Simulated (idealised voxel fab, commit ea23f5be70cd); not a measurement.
process module | voxel fin reveal
cross-section cut | 265 nm wide | cells 5 nm
A cross-section is a grid of square cells, given in bands from the top down. A band is one or more rows of cells.
Each band's line starts with the height of the band's top and of its bottom, in nm. Then come its materials from left to right, each with its width in nm. One material with "throughout" fills the band from edge to edge. "air" is empty space.
Height 0 is the level under which the wafer as received is all one material. The lowest band goes on downwards, as in "0 down".
A width such as "30 to 40" changes by the same amount from each row of cells to the next, from the band's top row to its bottom row.
"no change" after a step means that no cell of the cross-section changed.
closed voids: empty space of 8 cells or more with no open way to the top, each as width x height at its distance from the left edge, in nm
after a step's settings: what the simulator itself notes on the step
overlay nm, on a step with a mask: how far to the right of its planned place the mask lay; to the left if negative
Each pair below shows a cross-section before one step and the cross-section after it, down to the lowest band that changed. The line under each pair gives the step between them, with its settings. The pairs can come from different runs of this module on the same starting wafer, so a pair continues from the pair above only where its "before" says so.
before
  0 down: Si throughout
  closed voids: none
after
  5 to 0: SiN throughout
  below 0: unchanged
  closed voids: none
the step between: op CONFORMAL_DEP | material SiN | thk nm 5
before: the cross-section after the pair above
after
  5 to 0: air 105 | SiN 15 | air 20 | SiN 15 | air 110
  below 0: unchanged
  closed voids: none
the step between: op MASKED_ETCH | tone cover | mask id FINS | width nm 15 | pitch nm 35 | etch materials SiN | depth nm 5 | overlay nm 0
before: the cross-section after the pair above
after
  5 to 0: air 105 | SiN 15 | air 20 | SiN 15 | air 110
  0 to -30: air 105 | Si 15 | air 20 | Si 15 | air 110
  below -30: unchanged
  closed voids: none
the step between: op MASKED_ETCH | tone cover | mask id FINS | width nm 15 | pitch nm 35 | etch materials Si | depth nm 30 | overlay nm 0
before: the cross-section after the pair above
after
  5 to 0: air 105 | SiN 15 | air 20 | SiN 15 | air 110
  0 to -30: air 105 | SiO2 5 | Si 5 | SiO2 5 | air 20 | SiO2 5 | Si 5 | SiO2 5 | air 110
  -30 to -35: SiO2 110 | Si 5 | SiO2 30 | Si 5 | SiO2 115
  below -35: unchanged
  closed voids: none
the step between: op OXIDIZE | depth nm 5
before: the cross-section after the pair above
after
  15 to 5: SiO2 throughout
  5 to 0: SiO2 105 | SiN 15 | SiO2 20 | SiN 15 | SiO2 110
  0 to -35: SiO2 110 | Si 5 | SiO2 30 | Si 5 | SiO2 115
  below -35: unchanged
  closed voids: none
the step between: op FILL_DEP | material SiO2 | thk nm 10
before: the cross-section after the pair above
after
  5 to 0: SiO2 105 | SiN 15 | SiO2 20 | SiN 15 | SiO2 110
  below 0: unchanged
  closed voids: none
the step between: op CMP | height nm 5
before: the cross-section after the pair above
after
  5 to 0: air 105 | SiN 15 | air 20 | SiN 15 | air 110
  0 to -10: air 110 | Si 5 | air 30 | Si 5 | air 115
  below -10: unchanged
  closed voids: none
the step between: op SELECTIVE_ETCH | etch materials SiO2 | depth nm 15
before: the cross-section after the pair above
after
  0 to -10: air 110 | Si 5 | air 30 | Si 5 | air 115
  below -10: unchanged
  closed voids: none
the step between: op STRIP | etch materials SiN
before: the cross-section after the pair above
after
  5 to 0: air 105 | SiO2 15 | air 20 | SiO2 15 | air 110
  0 to -5: air 105 | SiO2 5 | Si 5 | SiO2 5 | air 20 | SiO2 5 | Si 5 | SiO2 5 | air 110
  -5 to -35: SiO2 110 | Si 5 | SiO2 30 | Si 5 | SiO2 115
  below -35: unchanged
  closed voids: none
the step between: op CONFORMAL_DEP | material SiO2 | thk nm 5
before
  0 down: Si throughout
  closed voids: none
after
  0 to -30: air 105 | Si 15 | air 20 | Si 15 | air 110
  below -30: unchanged
  closed voids: none
the step between: op MASKED_ETCH | tone cover | mask id FINS | width nm 15 | pitch nm 35 | etch materials Si | depth nm 30 | overlay nm 0
before: the cross-section after the pair above
after
  0 to -5: air 105 | SiO2 15 | air 20 | SiO2 15 | air 110
  -5 to -30: air 105 | SiO2 5 | Si 5 | SiO2 5 | air 20 | SiO2 5 | Si 5 | SiO2 5 | air 110
  -30 to -35: SiO2 110 | Si 5 | SiO2 30 | Si 5 | SiO2 115
  below -35: unchanged
  closed voids: none
the step between: op OXIDIZE | depth nm 5
before: the cross-section after the pair above
after
  10 to -5: SiO2 throughout
  -5 to -35: SiO2 110 | Si 5 | SiO2 30 | Si 5 | SiO2 115
  below -35: unchanged
  closed voids: none
the step between: op FILL_DEP | material SiO2 | thk nm 10
before: the cross-section after the pair above
after
  5 to -5: SiO2 throughout
  below -5: unchanged
  closed voids: none
the step between: op CMP | height nm 5
before: the cross-section after the pair above
after
  -5 to -10: air 110 | Si 5 | air 30 | Si 5 | air 115
  below -10: unchanged
  closed voids: none
the step between: op SELECTIVE_ETCH | etch materials SiO2 | depth nm 15
before: the cross-section after the pair above
after
  0 to -5: air 105 | SiO2 15 | air 20 | SiO2 15 | air 110
  -5 to -35: SiO2 110 | Si 5 | SiO2 30 | Si 5 | SiO2 115
  below -35: unchanged
  closed voids: none
the step between: op CONFORMAL_DEP | material SiO2 | thk nm 5
before
  5 to 0: air 105 | SiN 15 | air 20 | SiN 15 | air 110
  0 to -10: air 110 | Si 5 | air 30 | Si 5 | air 115
  -10 to -35: SiO2 110 | Si 5 | SiO2 30 | Si 5 | SiO2 115
  -35 down: Si throughout
  closed voids: none
after
  5 to 0: air 105 | SiN 15 | air 20 | SiN 15 | air 110
  0 to -25: air 110 | Si 5 | air 30 | Si 5 | air 115
  below -25: unchanged
  closed voids: none
the step between: op SELECTIVE_ETCH | etch materials SiO2 | depth nm 15
before: the cross-section after the pair above
after
  0 to -25: air 110 | Si 5 | air 30 | Si 5 | air 115
  below -25: unchanged
  closed voids: none
the step between: op STRIP | etch materials SiN
before: the cross-section after the pair above
after
  5 to 0: air 105 | SiO2 15 | air 20 | SiO2 15 | air 110
  0 to -20: air 105 | SiO2 5 | Si 5 | SiO2 5 | air 20 | SiO2 5 | Si 5 | SiO2 5 | air 110
  -20 to -35: SiO2 110 | Si 5 | SiO2 30 | Si 5 | SiO2 115
  below -35: unchanged
  closed voids: none
the step between: op CONFORMAL_DEP | material SiO2 | thk nm 5
before
  5 to 0: SiO2 105 | SiN 15 | SiO2 20 | SiN 15 | SiO2 110
  0 to -35: SiO2 110 | Si 5 | SiO2 30 | Si 5 | SiO2 115
  -35 down: Si throughout
  closed voids: none
after
  5 to 0: SiO2 105 | air 15 | SiO2 20 | air 15 | SiO2 110
  below 0: unchanged
  closed voids: none
the step between: op STRIP | etch materials SiN
before: the cross-section after the pair above
after
  0 to -10: air 110 | Si 5 | air 30 | Si 5 | air 115
  -10 to -15: SiO2 90 | air 20 | Si 5 | air 30 | Si 5 | air 20 | SiO2 95
  below -15: unchanged
  closed voids: none
the step between: op SELECTIVE_ETCH | etch materials SiO2 | depth nm 15
before: the cross-section after the pair above
after
  5 to 0: air 105 | SiO2 15 | air 20 | SiO2 15 | air 110
  0 to -5: air 105 | SiO2 5 | Si 5 | SiO2 5 | air 20 | SiO2 5 | Si 5 | SiO2 5 | air 110
  -5 to -10: SiO2 95 | air 10 | SiO2 5 | Si 5 | SiO2 5 | air 20 | SiO2 5 | Si 5 | SiO2 5 | air 10 | SiO2 100
  -10 to -35: SiO2 110 | Si 5 | SiO2 30 | Si 5 | SiO2 115
  below -35: unchanged
  closed voids: none
the step between: op CONFORMAL_DEP | material SiO2 | thk nm 5
before
  5 to 0: air 105 | SiN 15 | air 20 | SiN 15 | air 110
  0 down: Si throughout
  closed voids: none
after
  5 to 0: air 105 | SiN 15 | air 20 | SiN 15 | air 110
  0 to -20: air 105 | Si 15 | air 20 | Si 15 | air 110
  below -20: unchanged
  closed voids: none
the step between: op MASKED_ETCH | tone cover | mask id FINS | width nm 15 | pitch nm 35 | etch materials Si | depth nm 20 | overlay nm 0
before: the cross-section after the pair above
after
  5 to 0: air 105 | SiN 15 | air 20 | SiN 15 | air 110
  0 to -20: air 105 | SiO2 5 | Si 5 | SiO2 5 | air 20 | SiO2 5 | Si 5 | SiO2 5 | air 110
  -20 to -25: SiO2 110 | Si 5 | SiO2 30 | Si 5 | SiO2 115
  below -25: unchanged
  closed voids: none
the step between: op OXIDIZE | depth nm 5
before: the cross-section after the pair above
after
  15 to 5: SiO2 throughout
  5 to 0: SiO2 105 | SiN 15 | SiO2 20 | SiN 15 | SiO2 110
  0 to -25: SiO2 110 | Si 5 | SiO2 30 | Si 5 | SiO2 115
  below -25: unchanged
  closed voids: none
the step between: op FILL_DEP | material SiO2 | thk nm 10
before: the cross-section after the pair above
after
  5 to 0: SiO2 105 | SiN 15 | SiO2 20 | SiN 15 | SiO2 110
  below 0: unchanged
  closed voids: none
the step between: op CMP | height nm 5
before: the cross-section after the pair above
after
  5 to 0: air 105 | SiN 15 | air 20 | SiN 15 | air 110
  0 to -10: air 110 | Si 5 | air 30 | Si 5 | air 115
  below -10: unchanged
  closed voids: none
the step between: op SELECTIVE_ETCH | etch materials SiO2 | depth nm 15
before: the cross-section after the pair above
after
  0 to -10: air 110 | Si 5 | air 30 | Si 5 | air 115
  below -10: unchanged
  closed voids: none
the step between: op STRIP | etch materials SiN
before: the cross-section after the pair above
after
  5 to 0: air 105 | SiO2 15 | air 20 | SiO2 15 | air 110
  0 to -5: air 105 | SiO2 5 | Si 5 | SiO2 5 | air 20 | SiO2 5 | Si 5 | SiO2 5 | air 110
  -5 to -25: SiO2 110 | Si 5 | SiO2 30 | Si 5 | SiO2 115
  below -25: unchanged
  closed voids: none
the step between: op CONFORMAL_DEP | material SiO2 | thk nm 5
before
  5 to 0: SiN throughout
  0 down: Si throughout
  closed voids: none
after
  5 to 0: air 105 | SiN 20 | air 15 | SiN 20 | air 105
  below 0: unchanged
  closed voids: none
the step between: op MASKED_ETCH | tone cover | mask id FINS | width nm 20 | pitch nm 35 | etch materials SiN | depth nm 5 | overlay nm 0
before: the cross-section after the pair above
after
  5 to 0: air 105 | SiN 20 | air 15 | SiN 20 | air 105
  0 to -30: air 105 | Si 20 | air 15 | Si 20 | air 105
  below -30: unchanged
  closed voids: none
the step between: op MASKED_ETCH | tone cover | mask id FINS | width nm 15 | pitch nm 35 | etch materials Si | depth nm 30 | overlay nm 0
before: the cross-section after the pair above
after
  5 to 0: air 105 | SiN 20 | air 15 | SiN 20 | air 105
  0 to -30: air 105 | SiO2 5 | Si 10 | SiO2 5 | air 15 | SiO2 5 | Si 10 | SiO2 5 | air 105
  -30 to -35: SiO2 110 | Si 10 | SiO2 25 | Si 10 | SiO2 110
  below -35: unchanged
  closed voids: none
the step between: op OXIDIZE | depth nm 5
before: the cross-section after the pair above
after
  15 to 5: SiO2 throughout
  5 to 0: SiO2 105 | SiN 20 | SiO2 15 | SiN 20 | SiO2 105
  0 to -35: SiO2 110 | Si 10 | SiO2 25 | Si 10 | SiO2 110
  below -35: unchanged
  closed voids: none
the step between: op FILL_DEP | material SiO2 | thk nm 10
before: the cross-section after the pair above
after
  5 to 0: SiO2 105 | SiN 20 | SiO2 15 | SiN 20 | SiO2 105
  below 0: unchanged
  closed voids: none
the step between: op CMP | height nm 5
before: the cross-section after the pair above
after
  5 to 0: air 105 | SiN 20 | air 15 | SiN 20 | air 105
  0 to -10: air 110 | Si 10 | air 25 | Si 10 | air 110
  below -10: unchanged
  closed voids: none
the step between: op SELECTIVE_ETCH | etch materials SiO2 | depth nm 15
before: the cross-section after the pair above
after
  0 to -10: air 110 | Si 10 | air 25 | Si 10 | air 110
  below -10: unchanged
  closed voids: none
the step between: op STRIP | etch materials SiN
before: the cross-section after the pair above
after
  5 to 0: air 105 | SiO2 20 | air 15 | SiO2 20 | air 105
  0 to -5: air 105 | SiO2 5 | Si 10 | SiO2 5 | air 15 | SiO2 5 | Si 10 | SiO2 5 | air 105
  -5 to -35: SiO2 110 | Si 10 | SiO2 25 | Si 10 | SiO2 110
  below -35: unchanged
  closed voids: none
the step between: op CONFORMAL_DEP | material SiO2 | thk nm 5
before
  5 to 0: SiN throughout
  0 down: Si throughout
  closed voids: none
after
  5 to 0: air 110 | SiN 15 | air 20 | SiN 15 | air 105
  below 0: unchanged
  closed voids: none
the step between: op MASKED_ETCH | tone cover | mask id FINS | width nm 15 | pitch nm 35 | etch materials SiN | depth nm 5 | overlay nm 5
before: the cross-section after the pair above
after
  5 to 0: air 110 | SiN 15 | air 20 | SiN 15 | air 105
  0 to -30: air 105 | Si 20 | air 15 | Si 20 | air 105
  below -30: unchanged
  closed voids: none
the step between: op MASKED_ETCH | tone cover | mask id FINS | width nm 15 | pitch nm 35 | etch materials Si | depth nm 30 | overlay nm 0
before: the cross-section after the pair above
after
  5 to 0: air 110 | SiN 15 | air 20 | SiN 15 | air 105
  0 to -5: air 105 | SiO2 10 | Si 5 | SiO2 5 | air 15 | SiO2 10 | Si 5 | SiO2 5 | air 105
  -5 to -30: air 105 | SiO2 5 | Si 10 | SiO2 5 | air 15 | SiO2 5 | Si 10 | SiO2 5 | air 105
  -30 to -35: SiO2 110 | Si 10 | SiO2 25 | Si 10 | SiO2 110
  below -35: unchanged
  closed voids: none
the step between: op OXIDIZE | depth nm 5
before: the cross-section after the pair above
after
  15 to 5: SiO2 throughout
  5 to 0: SiO2 110 | SiN 15 | SiO2 20 | SiN 15 | SiO2 105
  0 to -5: SiO2 115 | Si 5 | SiO2 30 | Si 5 | SiO2 110
  -5 to -35: SiO2 110 | Si 10 | SiO2 25 | Si 10 | SiO2 110
  below -35: unchanged
  closed voids: none
the step between: op FILL_DEP | material SiO2 | thk nm 10
before: the cross-section after the pair above
after
  5 to 0: SiO2 110 | SiN 15 | SiO2 20 | SiN 15 | SiO2 105
  below 0: unchanged
  closed voids: none
the step between: op CMP | height nm 5
before: the cross-section after the pair above
after
  5 to 0: air 110 | SiN 15 | air 20 | SiN 15 | air 105
  0 to -10: air 115 to 110 | Si 5 to 10 | air 30 to 25 | Si 5 to 10 | air 110
  below -10: unchanged
  closed voids: none
the step between: op SELECTIVE_ETCH | etch materials SiO2 | depth nm 15
before: the cross-section after the pair above
after
  0 to -10: air 115 to 110 | Si 5 to 10 | air 30 to 25 | Si 5 to 10 | air 110
  below -10: unchanged
  closed voids: none
the step between: op STRIP | etch materials SiN
before: the cross-section after the pair above
after
  5 to 0: air 110 | SiO2 15 | air 20 | SiO2 15 | air 105
  0 to -5: air 105 | SiO2 10 | Si 5 | SiO2 5 | air 15 | SiO2 10 | Si 5 | SiO2 5 | air 105
  -5 to -35: SiO2 110 | Si 10 | SiO2 25 | Si 10 | SiO2 110
  below -35: unchanged
  closed voids: none
the step between: op CONFORMAL_DEP | material SiO2 | thk nm 5
before
  5 to 0: air 105 | SiN 15 | air 20 | SiN 15 | air 110
  0 to -10: air 110 | Si 5 | air 30 | Si 5 | air 115
  -10 to -35: SiO2 110 | Si 5 | SiO2 30 | Si 5 | SiO2 115
  -35 down: Si throughout
  closed voids: none
after
  5 to 0: air 105 | SiN 15 | air 20 | SiN 15 | air 110
  0 to -35: air 110 | Si 5 | air 30 | Si 5 | air 115
  below -35: unchanged
  closed voids: none
the step between: op STRIP | etch materials SiO2
before: the cross-section after the pair above
after
  10 to 5: air 100 | SiO2 25 | air 10 | SiO2 25 | air 105
  5 to 0: air 100 | SiO2 5 | SiN 15 | SiO2 5 | air 10 | SiO2 5 | SiN 15 | SiO2 5 | air 105
  0 to -5: air 100 | SiO2 10 | Si 5 | SiO2 10 | air 10 | SiO2 10 | Si 5 | SiO2 10 | air 105
  -5 to -30: air 105 | SiO2 5 | Si 5 | SiO2 5 | air 20 | SiO2 5 | Si 5 | SiO2 5 | air 110
  -30 to -35: SiO2 110 | Si 5 | SiO2 30 | Si 5 | SiO2 115
  below -35: unchanged
  closed voids: none
the step between: op CONFORMAL_DEP | material SiO2 | thk nm 5
before
  5 to 0: SiN throughout
  0 down: Si throughout
  closed voids: none
after
  5 to 0: SiN 105 | air 15 | SiN 20 | air 15 | SiN 110
  below 0: unchanged
  closed voids: none
the step between: op MASKED_ETCH | tone open | mask id FINS | width nm 15 | pitch nm 35 | etch materials SiN | depth nm 5 | overlay nm 0
before: the cross-section after the pair above
after
  5 to 0: SiN 105 | air 15 | SiN 20 | air 15 | SiN 110
  0 to -5: Si 100 | SiO2 25 | Si 10 | SiO2 25 | Si 105
  below -5: unchanged
  closed voids: none
the step between: op OXIDIZE | depth nm 5
before: the cross-section after the pair above
after
  15 to 5: SiO2 throughout
  5 to 0: SiN 105 | SiO2 15 | SiN 20 | SiO2 15 | SiN 110
  below 0: unchanged
  closed voids: none
the step between: op FILL_DEP | material SiO2 | thk nm 10
before: the cross-section after the pair above
after
  5 to 0: SiN 105 | SiO2 15 | SiN 20 | SiO2 15 | SiN 110
  below 0: unchanged
  closed voids: none
the step between: op CMP | height nm 5
before: the cross-section after the pair above
after
  5 to 0: SiN 105 | air 15 | SiN 20 | air 15 | SiN 110
  0 to -5: Si 100 | air 25 | Si 10 | air 25 | Si 105
  below -5: unchanged
  closed voids: none
the step between: op SELECTIVE_ETCH | etch materials SiO2 | depth nm 15
before: the cross-section after the pair above
after
  0 to -5: Si 100 | air 25 | Si 10 | air 25 | Si 105
  below -5: unchanged
  closed voids: none
the step between: op STRIP | etch materials SiN
before: the cross-section after the pair above
after
  5 to 0: SiO2 105 | air 15 | SiO2 20 | air 15 | SiO2 110
  0 to -5: Si 100 | SiO2 25 | Si 10 | SiO2 25 | Si 105
  below -5: unchanged
  closed voids: none
the step between: op CONFORMAL_DEP | material SiO2 | thk nm 5
